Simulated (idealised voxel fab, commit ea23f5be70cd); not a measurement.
This is a process module. Its name is voxel air gaps.
For reference, the cross-section in this document is cut, with width 240 nm and square cells of 5 nm.
If you're reading a cross-section in this doc, picture square cells in a grid; it comes to you as bands, top ones listed first down to the bottom, and a band can be one or more rows of cells.
Each band's line starts with the height of the band's top and of its bottom, in nm. Then come its materials from left to right, each with its width in nm. One material with "all across" fills the band from edge to edge. "blank" is empty space.
For the purposes of this specification, 0 denotes the height below which the wafer in its as-received condition is composed wholly of one material, and the lowermost band, lacking a lower limit, extends downward without end, as expressed in "from 0 down".
A width given as "30..40" starts at the first number in the band's top row and ends at the second number in its bottom row, shifting by an equal amount at every step from row to row.
What does "no alterations made" mean for a step? It means no cell of the cross-section changed in that step.
Under "Enclosed cavities" you'll find the enclosed gaps, the ones with no way out to the top, that are 8 cells or bigger; each reads width x height at distance, with distance counted from the left edge, everything in nm.
Step line, after settings: the simulator's comment on this step.
Steps that use a mask can have "overlay nm" on their line. It says how far the mask sat to the right of where it was meant to be. Negative means to the left.
Planned process steps:
- 1: RECEIVE with material Si
- 2: CONFORMAL_DEP with material SiO2, thk nm 10
- 3: CONFORMAL_DEP with material SiCN, thk nm 5
- 4: DIRECTIONAL_DEP with material lowk, thk nm 35
- 5: DIRECTIONAL_DEP with material aC, thk nm 15
- 6: PATTERN with tone open, mask id LINES, material resist, width nm 25, pitch nm 50, thk nm 35, overlay nm 0
- 7: DIRECTIONAL_ETCH with etch materials aC, depth nm 15
- 8: STRIP with etch materials resist
- 9: DIRECTIONAL_ETCH with etch materials lowk, depth nm 35
- 10: STRIP with etch materials aC
- 11: CONFORMAL_DEP with material TiN, thk nm 5
- 12: FILL_DEP with material Cu, thk nm 10
- 13: CMP with height nm 50
- 14: EPI with material Ru, thk nm 10
- 15: SELECTIVE_ETCH with etch materials lowk, depth nm 45
- 16: CONFORMAL_DEP with material SiCN, thk nm 5
First of two wafers - as planned:
Cross-section, incoming material, after step 1:
- from 0 down = Si all across
- Enclosed cavities: none
The following cross-section depicts the wafer upon completion of step 2:
- from 10 to 0 = SiO2 all across
- Whatever lies below 0 is exactly as it was before.
The following cross-section depicts the wafer upon completion of step 3:
- from 15 to 10 = SiCN all across
- Whatever lies below 10 is exactly as it was before.
The following cross-section depicts the wafer upon completion of step 4:
- from 50 to 15 = lowk all across
- Whatever lies below 15 is exactly as it was before.
The following cross-section depicts the wafer upon completion of step 5:
- from 65 to 50 = aC all across
- Whatever lies below 50 is exactly as it was before.
The following cross-section depicts the wafer upon completion of step 6:
- from 100 to 65 = 30 of resist, 25 of blank, 25 of resist, 25 of blank, 25 of resist, 25 of blank, 25 of resist, 25 of blank, 35 of resist
- Whatever lies below 65 is exactly as it was before.
The following cross-section depicts the wafer upon completion of step 7:
- from 85 to 65 = 30 of resist, 25 of blank, 25 of resist, 25 of blank, 25 of resist, 25 of blank, 25 of resist, 25 of blank, 35 of resist
- from 65 to 50 = 30 of aC, 25 of blank, 25 of aC, 25 of blank, 25 of aC, 25 of blank, 25 of aC, 25 of blank, 35 of aC
- Whatever lies below 50 is exactly as it was before.
The following cross-section depicts the wafer upon completion of step 8:
- from 65 to 50 = 30 of aC, 25 of blank, 25 of aC, 25 of blank, 25 of aC, 25 of blank, 25 of aC, 25 of blank, 35 of aC
- Whatever lies below 50 is exactly as it was before.
The following cross-section depicts the wafer upon completion of step 9:
- from 65 to 50 = 30 of aC, 25 of blank, 25 of aC, 25 of blank, 25 of aC, 25 of blank, 25 of aC, 25 of blank, 35 of aC
- from 50 to 15 = 30 of lowk, 25 of blank, 25 of lowk, 25 of blank, 25 of lowk, 25 of blank, 25 of lowk, 25 of blank, 35 of lowk
- Whatever lies below 15 is exactly as it was before.
The following cross-section depicts the wafer upon completion of step 10:
- from 50 to 15 = 30 of lowk, 25 of blank, 25 of lowk, 25 of blank, 25 of lowk, 25 of blank, 25 of lowk, 25 of blank, 35 of lowk
- Whatever lies below 15 is exactly as it was before.
The following cross-section depicts the wafer upon completion of step 11:
- from 55 to 50 = 35 of TiN, 15 of blank, 35 of TiN, 15 of blank, 35 of TiN, 15 of blank, 35 of TiN, 15 of blank, 40 of TiN
- from 50 to 20 = 30 of lowk, 5 of TiN, 15 of blank, 5 of TiN, 25 of lowk, 5 of TiN, 15 of blank, 5 of TiN, 25 of lowk, 5 of TiN, 15 of blank, 5 of TiN, 25 of lowk, 5 of TiN, 15 of blank, 5 of TiN, 35 of lowk
- from 20 to 15 = 30 of lowk, 25 of TiN, 25 of lowk, 25 of TiN, 25 of lowk, 25 of TiN, 25 of lowk, 25 of TiN, 35 of lowk
- Whatever lies below 15 is exactly as it was before.
The following cross-section depicts the wafer upon completion of step 12:
- from 65 to 55 = Cu all across
- from 55 to 50 = 35 of TiN, 15 of Cu, 35 of TiN, 15 of Cu, 35 of TiN, 15 of Cu, 35 of TiN, 15 of Cu, 40 of TiN
- from 50 to 20 = 30 of lowk, 5 of TiN, 15 of Cu, 5 of TiN, 25 of lowk, 5 of TiN, 15 of Cu, 5 of TiN, 25 of lowk, 5 of TiN, 15 of Cu, 5 of TiN, 25 of lowk, 5 of TiN, 15 of Cu, 5 of TiN, 35 of lowk
- Whatever lies below 20 is exactly as it was before.
The following cross-section depicts the wafer upon completion of step 13:
- from 50 to 20 = 30 of lowk, 5 of TiN, 15 of Cu, 5 of TiN, 25 of lowk, 5 of TiN, 15 of Cu, 5 of TiN, 25 of lowk, 5 of TiN, 15 of Cu, 5 of TiN, 25 of lowk, 5 of TiN, 15 of Cu, 5 of TiN, 35 of lowk
- Whatever lies below 20 is exactly as it was before.
The following cross-section depicts the wafer upon completion of step 14:
- from 60 to 50 = 20 of blank, 45 of Ru, 5 of blank, 45 of Ru, 5 of blank, 45 of Ru, 5 of blank, 45 of Ru, 25 of blank
- Whatever lies below 50 is exactly as it was before.
The following cross-section depicts the wafer upon completion of step 15:
- from 60 to 50 = 20 of blank, 45 of Ru, 5 of blank, 45 of Ru, 5 of blank, 45 of Ru, 5 of blank, 45 of Ru, 25 of blank
- from 50 to 20 = 30 of blank, 5 of TiN, 15 of Cu, 5 of TiN, 25 of blank, 5 of TiN, 15 of Cu, 5 of TiN, 25 of blank, 5 of TiN, 15 of Cu, 5 of TiN, 25 of blank, 5 of TiN, 15 of Cu, 5 of TiN, 35 of blank
- from 20 to 15 = 30 of blank, 25 of TiN, 25 of blank, 25 of TiN, 25 of blank, 25 of TiN, 25 of blank, 25 of TiN, 35 of blank
- Whatever lies below 15 is exactly as it was before.
The following cross-section depicts the wafer upon completion of step 16:
- from 65 to 60 = 15 of blank, 205 of SiCN, 20 of blank
- from 60 to 50 = 15 of blank, 5 of SiCN, 45 of Ru, 5 of SiCN, 45 of Ru, 5 of SiCN, 45 of Ru, 5 of SiCN, 45 of Ru, 5 of SiCN, 20 of blank
- from 50 to 45 = 15 of blank, 15 of SiCN, 5 of TiN, 15 of Cu, 5 of TiN, 25 of SiCN, 5 of TiN, 15 of Cu, 5 of TiN, 25 of SiCN, 5 of TiN, 15 of Cu, 5 of TiN, 25 of SiCN, 5 of TiN, 15 of Cu, 5 of TiN, 15 of SiCN, 20 of blank
- from 45 to 20 = 25 of blank, 5 of SiCN, 5 of TiN, 15 of Cu, 5 of TiN, 5 of SiCN, 15 of blank, 5 of SiCN, 5 of TiN, 15 of Cu, 5 of TiN, 5 of SiCN, 15 of blank, 5 of SiCN, 5 of TiN, 15 of Cu, 5 of TiN, 5 of SiCN, 15 of blank, 5 of SiCN, 5 of TiN, 15 of Cu, 5 of TiN, 5 of SiCN, 30 of blank
- from 20 to 15 = 30 of SiCN, 25 of TiN, 25 of SiCN, 25 of TiN, 25 of SiCN, 25 of TiN, 25 of SiCN, 25 of TiN, 35 of SiCN
- Whatever lies below 15 is exactly as it was before.
- Enclosed cavities: 15 x 25 at 60; 15 x 25 at 110; 15 x 25 at 160
Second wafer: like start, like plan, one mistake. Through step 15 it matches the first wafer:
When step 16 should have ended:
- from 75 to 60 = 5 of blank, 225 of SiCN, 10 of blank
- from 60 to 50 = 5 of blank, 15 of SiCN, 45 of Ru, 5 of SiCN, 45 of Ru, 5 of SiCN, 45 of Ru, 5 of SiCN, 45 of Ru, 15 of SiCN, 10 of blank
- from 50 to 45 = 5 of blank, 25 of SiCN, 5 of TiN, 15 of Cu, 5 of TiN, 25 of SiCN, 5 of TiN, 15 of Cu, 5 of TiN, 25 of SiCN, 5 of TiN, 15 of Cu, 5 of TiN, 25 of SiCN, 5 of TiN, 15 of Cu, 5 of TiN, 25 of SiCN, 10 of blank
- from 45 to 35 = 5 of blank, 25 of SiCN, 5 of TiN, 15 of Cu, 5 of TiN, 5 of SiCN, 15 of blank, 5 of SiCN, 5 of TiN, 15 of Cu, 5 of TiN, 5 of SiCN, 15 of blank, 5 of SiCN, 5 of TiN, 15 of Cu, 5 of TiN, 5 of SiCN, 15 of blank, 5 of SiCN, 5 of TiN, 15 of Cu, 5 of TiN, 25 of SiCN, 10 of blank
- from 35 to 30 = 15 of blank, 15 of SiCN, 5 of TiN, 15 of Cu, 5 of TiN, 5 of SiCN, 15 of blank, 5 of SiCN, 5 of TiN, 15 of Cu, 5 of TiN, 5 of SiCN, 15 of blank, 5 of SiCN, 5 of TiN, 15 of Cu, 5 of TiN, 5 of SiCN, 15 of blank, 5 of SiCN, 5 of TiN, 15 of Cu, 5 of TiN, 15 of SiCN, 20 of blank
- from 30 to 20 = 30 of SiCN, 5 of TiN, 15 of Cu, 5 of TiN, 5 of SiCN, 15 of blank, 5 of SiCN, 5 of TiN, 15 of Cu, 5 of TiN, 5 of SiCN, 15 of blank, 5 of SiCN, 5 of TiN, 15 of Cu, 5 of TiN, 5 of SiCN, 15 of blank, 5 of SiCN, 5 of TiN, 15 of Cu, 5 of TiN, 35 of SiCN
- from 20 to 15 = 30 of SiCN, 25 of TiN, 25 of SiCN, 25 of TiN, 25 of SiCN, 25 of TiN, 25 of SiCN, 25 of TiN, 35 of SiCN
- Whatever lies below 15 is exactly as it was before.
- Enclosed cavities: 15 x 25 at 60; 15 x 25 at 110; 15 x 25 at 160
Misprocessing identified: the process deviated at step 16: the operation and settings actually run there were CONFORMAL_DEP with material SiCN, thk nm 15
Counted in cells at the end, the second wafer holds more or fewer of these materials than the first: 148 more of SiCN
